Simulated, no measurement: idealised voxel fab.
You're looking at the process module voxel ribs on slabs.
Cross-sectional view cut (width: 265 nm; square cell size: 5 nm).
A cross-section is written here as square cells arranged in a grid, and it is given in bands from the top down, each band taking up one or more rows of cells. Look at the band entry: it leads with the top's height and the bottom's height in nm. Then it lists the materials left to right, with a width in nm for each. The word "throughout" on a single material says that material fills the band edge to edge. The word "empty" is empty space. We count height from 0. Below that, the starting wafer is all one material. The lowest band never ends at the bottom but goes on down; see "0 -> down" for how that is written. Top row gets the first number, bottom row gets the second, and each row in between changes by the same step: that is how a band width like "30..40" works. Where a step carries "no alteration", the cross-section came out of it unchanged, cell for cell. In the "Closed cavity list" entry, you get each enclosed empty space of 8 cells or more, one with no open way to the top, written width x height at distance, distance from the left edge, in nm. It should be noted that, on the line of a given step, the content following the step's settings is a remark produced by the simulator itself with respect to that step. overlay nm: mask offset rightward from planned place, masked step; negative means leftward offset.
-- The process steps that were planned are listed below
step 1: RECEIVE with material Si
step 2: DIRECTIONAL_DEP with material SiO2, thk nm 20
step 3: DIRECTIONAL_DEP with material SiN, thk nm 25
step 4: PATTERN with tone cover, mask id RIB, material resist, width nm 15, thk nm 15, overlay nm 0
step 5: DIRECTIONAL_ETCH with etch materials SiN, depth nm 15
step 6: STRIP with etch materials resist
step 7: MASKED_ETCH with tone cover, mask id SLAB, width nm 65, etch materials SiN, depth nm 10, overlay nm 0
step 8: FILL_DEP with material SiO2, thk nm 30
step 9: CMP with height nm 65
step 10: DIRECTIONAL_DEP with material W, thk nm 5
step 11: DIRECTIONAL_DEP with material aC, thk nm 10
step 12: PATTERN with tone cover, mask id HEATER, material resist, width nm 25, thk nm 25, overlay nm 0
step 13: DIRECTIONAL_ETCH with etch materials aC, depth nm 10
step 14: STRIP with etch materials resist
step 15: DIRECTIONAL_ETCH with etch materials W, depth nm 5
step 16: STRIP with etch materials aC
step 17: CONFORMAL_DEP with material SiN, thk nm 10
-- Wafer at receipt (post step 1), cross-section
- 0 -> down: Si throughout
- Closed cavity list: none
-- Post-module cross-section of the first of two wafers (run per plan)
- 80 -> 75: empty 110 nm, SiN 45 nm, empty 110 nm
- 75 -> 70: SiN throughout
- 70 -> 65: SiN 120 nm, W 25 nm, SiN 120 nm
- 65 -> 45: SiO2 throughout
- 45 -> 30: SiO2 125 nm, SiN 15 nm, SiO2 125 nm
- 30 -> 20: SiO2 100 nm, SiN 65 nm, SiO2 100 nm
- 20 -> 0: SiO2 throughout
- 0 -> down: Si throughout
- Closed cavity list: none
-- Wafer two cross-section, module end. Start and plan unchanged from wafer one; one mistake made during the run
- 70 -> 65: empty 120 nm, W 25 nm, empty 120 nm
- 65 -> 45: SiO2 throughout
- 45 -> 30: SiO2 125 nm, SiN 15 nm, SiO2 125 nm
- 30 -> 20: SiO2 100 nm, SiN 65 nm, SiO2 100 nm
- 20 -> 0: SiO2 throughout
- 0 -> down: Si throughout
- Closed cavity list: none
Short version of what went wrong: plan step 17: skipped, not run
The final cell counts differ between the wafers, with the second having more or fewer of some materials than the first: SiN: 110 fewer
